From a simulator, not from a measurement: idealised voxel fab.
process module | voxel released beams
cross-section cut | 250 nm wide | cells 5 nm
A cross-section is a grid of square cells, given in bands from the top down. A band is one or more rows of cells.
Each band's line starts with the height of the band's top and of its bottom, in nm. Then come its materials from left to right, each with its width in nm. One material with "throughout" fills the band from edge to edge. "air" is empty space.
Height 0 is the level under which the wafer as received is all one material. The lowest band goes on downwards, as in "0 down".
A width such as "30 to 40" changes by the same amount from each row of cells to the next, from the band's top row to its bottom row.
"no change" after a step means that no cell of the cross-section changed.
closed voids: empty space of 8 cells or more with no open way to the top, each as width x height at its distance from the left edge, in nm
after a step's settings: what the simulator itself notes on the step
overlay nm, on a step with a mask: how far to the right of its planned place the mask lay; to the left if negative
plan
1 op RECEIVE | material Si
2 op CONFORMAL_DEP | material Al2O3 | thk nm 10
3 op DIRECTIONAL_DEP | material SiO2 | thk nm 15
4 op DIRECTIONAL_DEP | material aC | thk nm 15
5 op PATTERN | tone open | mask id ANCHOR | material resist | width nm 35 | thk nm 35 | overlay nm 0
6 op DIRECTIONAL_ETCH | etch materials aC | depth nm 15
7 op STRIP | etch materials resist
8 op DIRECTIONAL_ETCH | etch materials SiO2 | depth nm 15
9 op STRIP | etch materials aC
10 op CONFORMAL_DEP | material W | thk nm 10
11 op DIRECTIONAL_DEP | material aC | thk nm 10
12 op PATTERN | tone cover | mask id BEAM | material resist | width nm 95 | thk nm 25 | overlay nm 0
13 op DIRECTIONAL_ETCH | etch materials aC | depth nm 10
14 op STRIP | etch materials resist
15 op DIRECTIONAL_ETCH | etch materials W | depth nm 10
16 op STRIP | etch materials aC
17 op STRIP | etch materials SiO2
first wafer, as planned
as received, after step 1
  0 down: Si throughout
  closed voids: none
after step 2
  10 to 0: Al2O3 throughout
  below 0: unchanged
after step 3
  25 to 10: SiO2 throughout
  below 10: unchanged
after step 4
  40 to 25: aC throughout
  below 25: unchanged
after step 5
  75 to 40: resist 80 | air 35 | resist 135
  below 40: unchanged
after step 6
  60 to 40: resist 80 | air 35 | resist 135
  40 to 25: aC 80 | air 35 | aC 135
  below 25: unchanged
after step 7
  40 to 25: aC 80 | air 35 | aC 135
  below 25: unchanged
after step 8
  40 to 25: aC 80 | air 35 | aC 135
  25 to 10: SiO2 80 | air 35 | SiO2 135
  below 10: unchanged
after step 9
  25 to 10: SiO2 80 | air 35 | SiO2 135
  below 10: unchanged
after step 10
  35 to 25: W 90 | air 15 | W 145
  25 to 20: SiO2 80 | W 10 | air 15 | W 10 | SiO2 135
  20 to 10: SiO2 80 | W 35 | SiO2 135
  below 10: unchanged
after step 11
  45 to 35: aC 90 | air 15 | aC 145
  35 to 30: W 90 | air 15 | W 145
  30 to 25: W 90 | aC 15 | W 145
  25 to 20: SiO2 80 | W 10 | aC 15 | W 10 | SiO2 135
  below 20: unchanged
after step 12
  70 to 45: air 75 | resist 95 | air 80
  45 to 35: aC 90 | resist 15 | aC 145
  35 to 30: W 90 | resist 15 | W 145
  below 30: unchanged
after step 13
  60 to 45: air 75 | resist 95 | air 80
  45 to 35: air 75 | aC 15 | resist 15 | aC 65 | air 80
  below 35: unchanged
after step 14
  45 to 35: air 75 | aC 15 | air 15 | aC 65 | air 80
  35 to 30: W 90 | air 15 | W 145
  below 30: unchanged
after step 15
  45 to 35: air 75 | aC 15 | air 15 | aC 65 | air 80
  35 to 30: air 75 | W 15 | air 15 | W 65 | air 80
  30 to 25: air 75 | W 15 | aC 15 | W 65 | air 80
  below 25: unchanged
after step 16
  35 to 25: air 75 | W 15 | air 15 | W 65 | air 80
  25 to 20: SiO2 80 | W 10 | air 15 | W 10 | SiO2 135
  below 20: unchanged
after step 17
  35 to 25: air 75 | W 15 | air 15 | W 65 | air 80
  25 to 20: air 80 | W 10 | air 15 | W 10 | air 135
  20 to 10: air 80 | W 35 | air 135
  below 10: unchanged
second wafer: like start, like plan, one mistake. Through step 9 it matches the first wafer
when step 10 should have ended
  40 to 25: W 95 | air 5 | W 150
  25 to 10: SiO2 80 | W 35 | SiO2 135
  below 10: unchanged
when step 11 should have ended
  50 to 40: aC 95 | air 5 | aC 150
  40 to 35: W 95 | air 5 | W 150
  35 to 25: W 95 | aC 5 | W 150
  below 25: unchanged
when step 12 should have ended
  75 to 50: air 75 | resist 95 | air 80
  50 to 40: aC 95 | resist 5 | aC 150
  40 to 35: W 95 | resist 5 | W 150
  below 35: unchanged
when step 13 should have ended
  65 to 50: air 75 | resist 95 | air 80
  50 to 40: air 75 | aC 20 | resist 5 | aC 70 | air 80
  below 40: unchanged
when step 14 should have ended
  50 to 40: air 75 | aC 20 | air 5 | aC 70 | air 80
  40 to 35: W 95 | air 5 | W 150
  below 35: unchanged
when step 15 should have ended
  50 to 40: air 75 | aC 20 | air 5 | aC 70 | air 80
  40 to 35: air 75 | W 20 | air 5 | W 70 | air 80
  35 to 30: air 75 | W 20 | aC 5 | W 70 | air 80
  below 30: unchanged
when step 16 should have ended
  40 to 30: air 75 | W 20 | air 5 | W 70 | air 80
  30 to 25: W 95 | air 5 | W 150
  below 25: unchanged
when step 17 should have ended: no change
what went wrong: step 10 ran as: op CONFORMAL_DEP | material W | thk nm 15
at the end the second wafer has, in cells: 129 more of SiO2 | 56 more of W
